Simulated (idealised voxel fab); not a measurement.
This section sets out a process module, namely voxel gate over fins.
The figure presents cross-section cut, which has a width of 165 nm and is divided into square cells with an edge length of 5 nm.
When this document writes out a cross-section, it uses a grid of square cells and lists it as bands, beginning at the top and moving down, with a band standing for one or more rows of cells.
Band: top and bottom heights (nm) first, top before bottom; then materials from left to right, widths in nm. "everywhere" marks a sole material filling the band edge to edge. "empty" denotes empty space.
Heights are expressed relative to 0, this being the level below which the as-received wafer comprises one material exclusively. The lowest band is unbounded in the downward direction and is denoted as in "0 nm and below".
A two-number width, for instance "30->40", indicates that the width is equal to the first number in the top row of the band and to the second number in the bottom row, and that it changes by a constant amount per row of cells.
You'll sometimes find "no change" written for a step, and that's the way of saying that nowhere in the cross-section did a cell change during that step.
"Trapped cavities" specifies each empty space that is not open to the top and that occupies no fewer than 8 cells, using the form width x height at distance, the distance measured from the left edge and all three quantities in nm.
What comes after the settings on a step's line is commentary from the simulator itself on that step.
"overlay nm", when on a step's line for a step with a mask, measures how far to the right of its planned place the mask lay; a negative measure means to the left.

[Process steps - plan]
1: RECEIVE (material Si)
2: CONFORMAL_DEP (material SiN; thk nm 5)
3: MASKED_ETCH (tone cover; mask id FINS; width nm 15; pitch nm 45; etch materials SiN; depth nm 5; overlay nm 0)
4: MASKED_ETCH (tone cover; mask id FINS; width nm 15; pitch nm 45; etch materials Si; depth nm 30; overlay nm -15)
5: OXIDIZE (depth nm 5)
6: FILL_DEP (material SiO2; thk nm 10)
7: CMP (height nm 5)
8: SELECTIVE_ETCH (etch materials SiO2; depth nm 20)
9: STRIP (etch materials SiN)
10: CONFORMAL_DEP (material HfO2; thk nm 5)
11: CONFORMAL_DEP (material TiN; thk nm 5)
12: FILL_DEP (material W; thk nm 15)
13: CMP (height nm 20)
14: CONFORMAL_DEP (material SiN; thk nm 10)
Every wafer here starts from the same state; it is the step 4 overlay nm that distinguishes them, and the value the plan gives belongs to the first wafer.

[Cut through the first of several wafers as received, post step 1]
0 nm and below: Si everywhere
Trapped cavities: none

[What follows is a table in which each wafer occupies a row; for the wafer as it stands at the close of the module, the row states, material by material, how many cells have been gained (+) or lost (-) since receipt, and then gives its closed voids]
overlay nm -15; +51 HfO2; -156 Si; +66 SiN; +84 SiO2; +51 TiN; +102 W; Trapped cavities: none
overlay nm -10; +51 HfO2; -174 Si; +66 SiN; +96 SiO2; +51 TiN; +108 W; Trapped cavities: none
overlay nm -5; +51 HfO2; -192 Si; +66 SiN; +108 SiO2; +51 TiN; +114 W; Trapped cavities: none
overlay nm 0; +51 HfO2; -210 Si; +66 SiN; +120 SiO2; +51 TiN; +120 W; Trapped cavities: none
overlay nm 5; +51 HfO2; -192 Si; +66 SiN; +108 SiO2; +51 TiN; +114 W; Trapped cavities: none
overlay nm 10; +51 HfO2; -174 Si; +66 SiN; +96 SiO2; +51 TiN; +108 W; Trapped cavities: none
overlay nm 15; +51 HfO2; -156 Si; +66 SiN; +84 SiO2; +51 TiN; +102 W; Trapped cavities: none
